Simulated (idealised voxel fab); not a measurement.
Process module in this document: voxel air gaps
Square cells of 5 nm make up the cross-section cut, whose width is 270 nm.
Bands, listed from the top down, are how a cross-section gets written in this document; the cross-section itself is a grid of square cells, and a band is one or more rows of them. A band entry consists of two parts. The first gives the height of the band's top and the height of its bottom, in nm. The rest lists the band's materials from left to right, each with its width in nm. A single material labelled with the word "full width" fills the band from edge to edge, and the word "empty" marks empty space. Convention: height 0 is the level below which the wafer, as received, is all one material. The lowest band does not terminate at the bottom but continues downward, represented as "0 down". It should be noted that a width expressed as "30 to 40" varies in equal increments from row to row of cells within the band, taking the value of the first number at the top row and that of the second number at the bottom row. Reading "nothing altered" for a step: not a cell of the cross-section changed in it. Look at "Internal closed voids" for the closed voids: empty spaces with no open path to the top, sized 8 cells or up. Each is width x height at distance, distance from the left edge, all nm. It should be noted that, on the line of a given step, the content following the step's settings is a remark produced by the simulator itself with respect to that step. "overlay nm" on a masked step: distance the mask lay right of its planned place, negative for left.
These are the steps we planned for the process:
| 1 | RECEIVE, material Si |
| 2 | CONFORMAL_DEP, material SiO2, thk nm 15 |
| 3 | CONFORMAL_DEP, material SiCN, thk nm 5 |
| 4 | DIRECTIONAL_DEP, material SiO2, thk nm 30 |
| 5 | PATTERN, tone open, mask id LINES, material resist, width nm 25, pitch nm 50, thk nm 20, overlay nm 0 |
| 6 | DIRECTIONAL_ETCH, etch materials SiO2, depth nm 30 |
| 7 | STRIP, etch materials resist |
| 8 | CONFORMAL_DEP, material TiN, thk nm 5 |
| 9 | FILL_DEP, material Ru, thk nm 10 |
| 10 | CMP, height nm 50 |
| 11 | EPI, material Ru, thk nm 10 |
| 12 | SELECTIVE_ETCH, etch materials SiO2, depth nm 40 |
| 13 | CONFORMAL_DEP, material SiCN, thk nm 5 |
The first wafer of two, processed as planned:
as received, after step 1:
	0 down | Si full width
	Internal closed voids: none
Wafer xsec, post step 2:
	15 to 0 | SiO2 full width
	Below 0, no change.
Wafer xsec, post step 3:
	20 to 15 | SiCN full width
	Below 15, no change.
Wafer xsec, post step 4:
	50 to 20 | SiO2 full width
	Below 20, no change.
Wafer xsec, post step 5:
	70 to 50 | resist 45, then empty 25, then resist 25, then empty 25, then resist 25, then empty 25, then resist 25, then empty 25, then resist 50
	Below 50, no change.
Wafer xsec, post step 6:
	70 to 50 | resist 45, then empty 25, then resist 25, then empty 25, then resist 25, then empty 25, then resist 25, then empty 25, then resist 50
	50 to 20 | SiO2 45, then empty 25, then SiO2 25, then empty 25, then SiO2 25, then empty 25, then SiO2 25, then empty 25, then SiO2 50
	Below 20, no change.
Wafer xsec, post step 7:
	50 to 20 | SiO2 45, then empty 25, then SiO2 25, then empty 25, then SiO2 25, then empty 25, then SiO2 25, then empty 25, then SiO2 50
	Below 20, no change.
Wafer xsec, post step 8:
	55 to 50 | TiN 50, then empty 15, then TiN 35, then empty 15, then TiN 35, then empty 15, then TiN 35, then empty 15, then TiN 55
	50 to 25 | SiO2 45, then TiN 5, then empty 15, then TiN 5, then SiO2 25, then TiN 5, then empty 15, then TiN 5, then SiO2 25, then TiN 5, then empty 15, then TiN 5, then SiO2 25, then TiN 5, then empty 15, then TiN 5, then SiO2 50
	25 to 20 | SiO2 45, then TiN 25, then SiO2 25, then TiN 25, then SiO2 25, then TiN 25, then SiO2 25, then TiN 25, then SiO2 50
	Below 20, no change.
Wafer xsec, post step 9:
	65 to 55 | Ru full width
	55 to 50 | TiN 50, then Ru 15, then TiN 35, then Ru 15, then TiN 35, then Ru 15, then TiN 35, then Ru 15, then TiN 55
	50 to 25 | SiO2 45, then TiN 5, then Ru 15, then TiN 5, then SiO2 25, then TiN 5, then Ru 15, then TiN 5, then SiO2 25, then TiN 5, then Ru 15, then TiN 5, then SiO2 25, then TiN 5, then Ru 15, then TiN 5, then SiO2 50
	Below 25, no change.
Wafer xsec, post step 10:
	50 to 25 | SiO2 45, then TiN 5, then Ru 15, then TiN 5, then SiO2 25, then TiN 5, then Ru 15, then TiN 5, then SiO2 25, then TiN 5, then Ru 15, then TiN 5, then SiO2 25, then TiN 5, then Ru 15, then TiN 5, then SiO2 50
	Below 25, no change.
Wafer xsec, post step 11:
	60 to 50 | empty 35, then Ru 45, then empty 5, then Ru 45, then empty 5, then Ru 45, then empty 5, then Ru 45, then empty 40
	Below 50, no change.
Wafer xsec, post step 12:
	60 to 50 | empty 35, then Ru 45, then empty 5, then Ru 45, then empty 5, then Ru 45, then empty 5, then Ru 45, then empty 40
	50 to 25 | empty 45, then TiN 5, then Ru 15, then TiN 5, then empty 25, then TiN 5, then Ru 15, then TiN 5, then empty 25, then TiN 5, then Ru 15, then TiN 5, then empty 25, then TiN 5, then Ru 15, then TiN 5, then empty 50
	25 to 20 | empty 45, then TiN 25, then empty 25, then TiN 25, then empty 25, then TiN 25, then empty 25, then TiN 25, then empty 50
	Below 20, no change.
Wafer xsec, post step 13:
	65 to 60 | empty 30, then SiCN 205, then empty 35
	60 to 50 | empty 30, then SiCN 5, then Ru 45, then SiCN 5, then Ru 45, then SiCN 5, then Ru 45, then SiCN 5, then Ru 45, then SiCN 5, then empty 35
	50 to 45 | empty 30, then SiCN 15, then TiN 5, then Ru 15, then TiN 5, then SiCN 25, then TiN 5, then Ru 15, then TiN 5, then SiCN 25, then TiN 5, then Ru 15, then TiN 5, then SiCN 25, then TiN 5, then Ru 15, then TiN 5, then SiCN 15, then empty 35
	45 to 25 | empty 40, then SiCN 5, then TiN 5, then Ru 15, then TiN 5, then SiCN 5, then empty 15, then SiCN 5, then TiN 5, then Ru 15, then TiN 5, then SiCN 5, then empty 15, then SiCN 5, then TiN 5, then Ru 15, then TiN 5, then SiCN 5, then empty 15, then SiCN 5, then TiN 5, then Ru 15, then TiN 5, then SiCN 5, then empty 45
	25 to 20 | SiCN 45, then TiN 25, then SiCN 25, then TiN 25, then SiCN 25, then TiN 25, then SiCN 25, then TiN 25, then SiCN 50
	Below 20, no change.
	Internal closed voids: 15 x 20 at 75; 15 x 20 at 125; 15 x 20 at 175
For the second wafer, take the first wafer's start and plan, then add one mistake made in running it; everything through step 4, that step included, is shared with the first:
X-section, second wafer, when step 5 was due to finish:
	70 to 50 | resist 50, then empty 25, then resist 25, then empty 25, then resist 25, then empty 25, then resist 25, then empty 25, then resist 45
	Below 50, no change.
X-section, second wafer, when step 6 was due to finish:
	70 to 50 | resist 50, then empty 25, then resist 25, then empty 25, then resist 25, then empty 25, then resist 25, then empty 25, then resist 45
	50 to 20 | SiO2 50, then empty 25, then SiO2 25, then empty 25, then SiO2 25, then empty 25, then SiO2 25, then empty 25, then SiO2 45
	Below 20, no change.
X-section, second wafer, when step 7 was due to finish:
	50 to 20 | SiO2 50, then empty 25, then SiO2 25, then empty 25, then SiO2 25, then empty 25, then SiO2 25, then empty 25, then SiO2 45
	Below 20, no change.
X-section, second wafer, when step 8 was due to finish:
	55 to 50 | TiN 55, then empty 15, then TiN 35, then empty 15, then TiN 35, then empty 15, then TiN 35, then empty 15, then TiN 50
	50 to 25 | SiO2 50, then TiN 5, then empty 15, then TiN 5, then SiO2 25, then TiN 5, then empty 15, then TiN 5, then SiO2 25, then TiN 5, then empty 15, then TiN 5, then SiO2 25, then TiN 5, then empty 15, then TiN 5, then SiO2 45
	25 to 20 | SiO2 50, then TiN 25, then SiO2 25, then TiN 25, then SiO2 25, then TiN 25, then SiO2 25, then TiN 25, then SiO2 45
	Below 20, no change.
X-section, second wafer, when step 9 was due to finish:
	65 to 55 | Ru full width
	55 to 50 | TiN 55, then Ru 15, then TiN 35, then Ru 15, then TiN 35, then Ru 15, then TiN 35, then Ru 15, then TiN 50
	50 to 25 | SiO2 50, then TiN 5, then Ru 15, then TiN 5, then SiO2 25, then TiN 5, then Ru 15, then TiN 5, then SiO2 25, then TiN 5, then Ru 15, then TiN 5, then SiO2 25, then TiN 5, then Ru 15, then TiN 5, then SiO2 45
	Below 25, no change.
X-section, second wafer, when step 10 was due to finish:
	50 to 25 | SiO2 50, then TiN 5, then Ru 15, then TiN 5, then SiO2 25, then TiN 5, then Ru 15, then TiN 5, then SiO2 25, then TiN 5, then Ru 15, then TiN 5, then SiO2 25, then TiN 5, then Ru 15, then TiN 5, then SiO2 45
	Below 25, no change.
X-section, second wafer, when step 11 was due to finish:
	60 to 50 | empty 40, then Ru 45, then empty 5, then Ru 45, then empty 5, then Ru 45, then empty 5, then Ru 45, then empty 35
	Below 50, no change.
X-section, second wafer, when step 12 was due to finish:
	60 to 50 | empty 40, then Ru 45, then empty 5, then Ru 45, then empty 5, then Ru 45, then empty 5, then Ru 45, then empty 35
	50 to 25 | empty 50, then TiN 5, then Ru 15, then TiN 5, then empty 25, then TiN 5, then Ru 15, then TiN 5, then empty 25, then TiN 5, then Ru 15, then TiN 5, then empty 25, then TiN 5, then Ru 15, then TiN 5, then empty 45
	25 to 20 | empty 50, then TiN 25, then empty 25, then TiN 25, then empty 25, then TiN 25, then empty 25, then TiN 25, then empty 45
	Below 20, no change.
X-section, second wafer, when step 13 was due to finish:
	65 to 60 | empty 35, then SiCN 205, then empty 30
	60 to 50 | empty 35, then SiCN 5, then Ru 45, then SiCN 5, then Ru 45, then SiCN 5, then Ru 45, then SiCN 5, then Ru 45, then SiCN 5, then empty 30
	50 to 45 | empty 35, then SiCN 15, then TiN 5, then Ru 15, then TiN 5, then SiCN 25, then TiN 5, then Ru 15, then TiN 5, then SiCN 25, then TiN 5, then Ru 15, then TiN 5, then SiCN 25, then TiN 5, then Ru 15, then TiN 5, then SiCN 15, then empty 30
	45 to 25 | empty 45, then SiCN 5, then TiN 5, then Ru 15, then TiN 5, then SiCN 5, then empty 15, then SiCN 5, then TiN 5, then Ru 15, then TiN 5, then SiCN 5, then empty 15, then SiCN 5, then TiN 5, then Ru 15, then TiN 5, then SiCN 5, then empty 15, then SiCN 5, then TiN 5, then Ru 15, then TiN 5, then SiCN 5, then empty 40
	25 to 20 | SiCN 50, then TiN 25, then SiCN 25, then TiN 25, then SiCN 25, then TiN 25, then SiCN 25, then TiN 25, then SiCN 45
	Below 20, no change.
	Internal closed voids: 15 x 20 at 80; 15 x 20 at 130; 15 x 20 at 180
Against the plan, the run slipped here: step 5 went in with a setting other than planned; the actual run was PATTERN, tone open, mask id LINES, material resist, width nm 25, pitch nm 50, thk nm 20, overlay nm 5
Final wafers compared: equal cell tally per material, rearranged layout.
